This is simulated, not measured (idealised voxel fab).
Herein follows the process module entitled voxel released beams.
Square cells of 5 nm make up the cross-section cut, whose width is 220 nm.
This document writes a cross-section as a grid whose cells are square, and gives it as bands, listed from the top down; one or more rows of cells form a band.
Basically the band line says how high the top is and how high the bottom is, in nm, and then what's in it from left to right, every material with its width in nm. Empty space shows up as "air", and if a single material carries "edge to edge" it runs the full band edge to edge.
Beneath 0, the wafer as received is one material, and that level is where height counting begins. The lowest band goes on downward without a bottom; it is written like "0 and below".
Think of "30..40" as a width that walks from the first number to the second as you go down the band, top row to bottom row, taking equal-sized steps from row to row.
Step note "everything unchanged" = no cross-section cell changed.
"Non-vented voids": empty spaces of 8 cells or more with no open way to the top, each given as width x height at distance, distance from the left edge, all in nm.
That trailing text on a step's line, after the settings, is the simulator's own remark on the step.
A step line may carry the setting "overlay nm", which, for steps involving a mask, states the distance by which the mask lay to the right of its intended position; negative values denote displacement to the left.
Listed below are the process steps as planned
1,RECEIVE, material Si
2,CONFORMAL_DEP, material SiN, thk nm 5
3,DIRECTIONAL_DEP, material SiO2, thk nm 15
4,DIRECTIONAL_DEP, material aC, thk nm 15
5,PATTERN, tone open, mask id ANCHOR, material resist, width nm 30, thk nm 30, overlay nm 0
6,DIRECTIONAL_ETCH, etch materials aC, depth nm 15
7,STRIP, etch materials resist
8,DIRECTIONAL_ETCH, etch materials SiO2, depth nm 15
9,STRIP, etch materials aC
10,CONFORMAL_DEP, material W, thk nm 10
11,DIRECTIONAL_DEP, material aC, thk nm 10
12,PATTERN, tone cover, mask id BEAM, material resist, width nm 105, thk nm 25, overlay nm 0
13,DIRECTIONAL_ETCH, etch materials aC, depth nm 10
14,STRIP, etch materials resist
15,DIRECTIONAL_ETCH, etch materials W, depth nm 10
16,STRIP, etch materials aC
17,STRIP, etch materials SiO2
Here's what the wafer looked like in cross-section when it arrived - that's after step 1
0 and below = Si edge to edge
Non-vented voids: none
Module complete, cross-section. Starting point and plan per above. One mistake made in running the module
30 down to 20 = 55 nm air; 105 nm W; 60 nm air
20 down to 15 = SiN edge to edge
15 down to 0 = SiO2 edge to edge
0 and below = Si edge to edge
Non-vented voids: none
Finding, execution versus plan: steps 2 and 3 of the plan were run in the wrong order, each in the other's place
